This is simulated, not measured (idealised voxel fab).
voxel transistor to metal: a process module
Cross-section cut: width 155 nm, square cells of 5 nm.
Reading order for cross-sections: top band down to bottom band. Underlying form: a grid of square cells. Band size: one or more rows of cells.
Each band's line starts with the height of the band's top and of its bottom, in nm. Then come its materials from left to right, each with its width in nm. One material with "throughout" fills the band from edge to edge. "empty" is empty space.
Height is counted from the level 0, under which the received wafer is composed throughout of one material. The lowest of the bands is not closed at the bottom but continues downward, in the notation "0 and below".
Quick explanation for "30->40": the width changes in equal steps down the rows of cells, from the first number in the band's top row to the second number in its bottom row.
Step note "nothing altered" = no cross-section cell changed.
Basically, "Enclosed cavity list" tells you about the enclosed voids: empty spaces with no open way to the top, 8 cells or bigger, each written width x height at distance, where distance is from the left edge, all in nm.
Formally, on a step line, whatever follows the settings is a remark that the simulator itself makes on the step.
overlay nm: mask offset rightward from planned place, masked step; negative means leftward offset.
-- Steps in the process plan
1 RECEIVE (material Si)
2 OXIDIZE (depth nm 5)
3 CONFORMAL_DEP (material SiN; thk nm 10)
4 MASKED_ETCH (tone cover; mask id ACTIVE; width nm 120; etch materials SiN; depth nm 10; overlay nm 0)
5 MASKED_ETCH (tone cover; mask id ACTIVE; width nm 120; etch materials SiO2; depth nm 5; overlay nm 0)
6 MASKED_ETCH (tone cover; mask id ACTIVE; width nm 120; etch materials Si; depth nm 20; overlay nm 0)
7 FILL_DEP (material SiO2; thk nm 15)
8 CMP (height nm 10)
9 SELECTIVE_ETCH (etch materials SiO2; depth nm 10)
10 STRIP (etch materials SiN)
11 SELECTIVE_ETCH (etch materials SiO2; depth nm 5)
12 OXIDIZE (depth nm 5)
13 DIRECTIONAL_DEP (material polySi; thk nm 20)
14 DIRECTIONAL_DEP (material SiCN; thk nm 10)
15 MASKED_ETCH (tone cover; mask id GATE; width nm 30; etch materials SiCN; depth nm 20; overlay nm 0)
16 MASKED_ETCH (tone cover; mask id GATE; width nm 30; etch materials polySi; depth nm 30; overlay nm 0)
17 CONFORMAL_DEP (material SiN; thk nm 10)
18 DIRECTIONAL_ETCH (etch materials SiN; depth nm 10)
19 DIRECTIONAL_ETCH (etch materials SiO2; depth nm 5)
20 EPI (material pSi; thk nm 5)
21 FILL_DEP (material SiO2; thk nm 5)
22 CMP (height nm 15)
23 STRIP (etch materials polySi)
24 SELECTIVE_ETCH (etch materials SiO2; depth nm 5)
25 CONFORMAL_DEP (material HfO2; thk nm 5)
26 CONFORMAL_DEP (material TiN; thk nm 5)
27 FILL_DEP (material W; thk nm 10)
28 CMP (height nm 10)
29 DIRECTIONAL_DEP (material SiO2; thk nm 15)
30 PATTERN (tone open; mask id CONTACT; material resist; width nm 20; pitch nm 80; thk nm 15; overlay nm 0)
31 DIRECTIONAL_ETCH (etch materials SiO2; depth nm 30)
32 STRIP (etch materials resist)
33 CONFORMAL_DEP (material TiN; thk nm 5)
34 FILL_DEP (material W; thk nm 5)
35 CMP (height nm 25)
36 DIRECTIONAL_DEP (material TiN; thk nm 5)
37 DIRECTIONAL_DEP (material Ru; thk nm 20)
38 PATTERN (tone cover; mask id METAL_1; material resist; width nm 20; pitch nm 80; thk nm 15; overlay nm 0)
39 DIRECTIONAL_ETCH (etch materials Ru; depth nm 20)
40 DIRECTIONAL_ETCH (etch materials TiN; depth nm 5)
41 STRIP (etch materials resist)
42 FILL_DEP (material lowk; thk nm 5)
43 CMP (height nm 50)
44 CONFORMAL_DEP (material SiCN; thk nm 5)
-- Cross-section of the wafer at receipt, which is the condition after step 1
  0 and below | Si throughout
  Enclosed cavity list: none
-- End-of-module cross-section of the first of two wafers, processed as planned
  55 down to 50 | SiCN throughout
  50 down to 30 | 25 of lowk, 20 of Ru, 60 of lowk, 20 of Ru, 30 of lowk
  30 down to 25 | 25 of lowk, 20 of TiN, 60 of lowk, 20 of TiN, 30 of lowk
  25 down to 10 | 25 of SiO2, 5 of TiN, 10 of W, 5 of TiN, 60 of SiO2, 5 of TiN, 10 of W, 5 of TiN, 30 of SiO2
  10 down to 0 | 25 of SiO2, 5 of TiN, 10 of W, 5 of TiN, 5 of SiO2, 10 of SiN, 5 of HfO2, 5 of TiN, 10 of W, 5 of TiN, 5 of HfO2, 10 of SiN, 5 of SiO2, 5 of TiN, 10 of W, 5 of TiN, 30 of SiO2
  0 down to -5 | 25 of SiO2, 20 of TiN, 5 of SiO2, 10 of SiN, 5 of HfO2, 20 of TiN, 5 of HfO2, 10 of SiN, 5 of SiO2, 20 of TiN, 30 of SiO2
  -5 down to -10 | 10 of SiO2, 40 of pSi, 5 of SiO2, 40 of HfO2, 5 of SiO2, 40 of pSi, 15 of SiO2
  -10 down to -25 | 15 of SiO2, 120 of Si, 20 of SiO2
  -25 and below | Si throughout
  Enclosed cavity list: none
-- Now the second wafer, cross-sectioned at the end of the module. Nothing different at the start, nothing different in the plan compared with the first, just one mistake when it was actually run
  55 down to 50 | SiCN throughout
  50 down to 30 | 25 of lowk, 20 of Ru, 60 of lowk, 20 of Ru, 30 of lowk
  30 down to 25 | 25 of lowk, 20 of TiN, 60 of lowk, 20 of TiN, 30 of lowk
  25 down to 10 | 25 of SiO2, 5 of TiN, 10 of W, 5 of TiN, 60 of SiO2, 5 of TiN, 10 of W, 5 of TiN, 30 of SiO2
  10 down to 0 | 25 of SiO2, 5 of TiN, 10 of W, 5 of TiN, 5 of SiO2, 10 of SiN, 5 of TiN, 20 of W, 5 of TiN, 10 of SiN, 5 of SiO2, 5 of TiN, 10 of W, 5 of TiN, 30 of SiO2
  0 down to -5 | 25 of SiO2, 20 of TiN, 5 of SiO2, 10 of SiN, 5 of TiN, 20 of W, 5 of TiN, 10 of SiN, 5 of SiO2, 20 of TiN, 30 of SiO2
  -5 down to -10 | 10 of SiO2, 40 of pSi, 5 of SiO2, 40 of TiN, 5 of SiO2, 40 of pSi, 15 of SiO2
  -10 down to -25 | 15 of SiO2, 120 of Si, 20 of SiO2
  -25 and below | Si throughout
  Enclosed cavity list: none
What broke from the plan during processing? step 25 of the plan was excluded from execution and never run
In the final state, the cell counts of the second wafer exceed or fall short of those of the first for the following materials: 14 fewer of HfO2, 6 more of TiN, 8 more of W
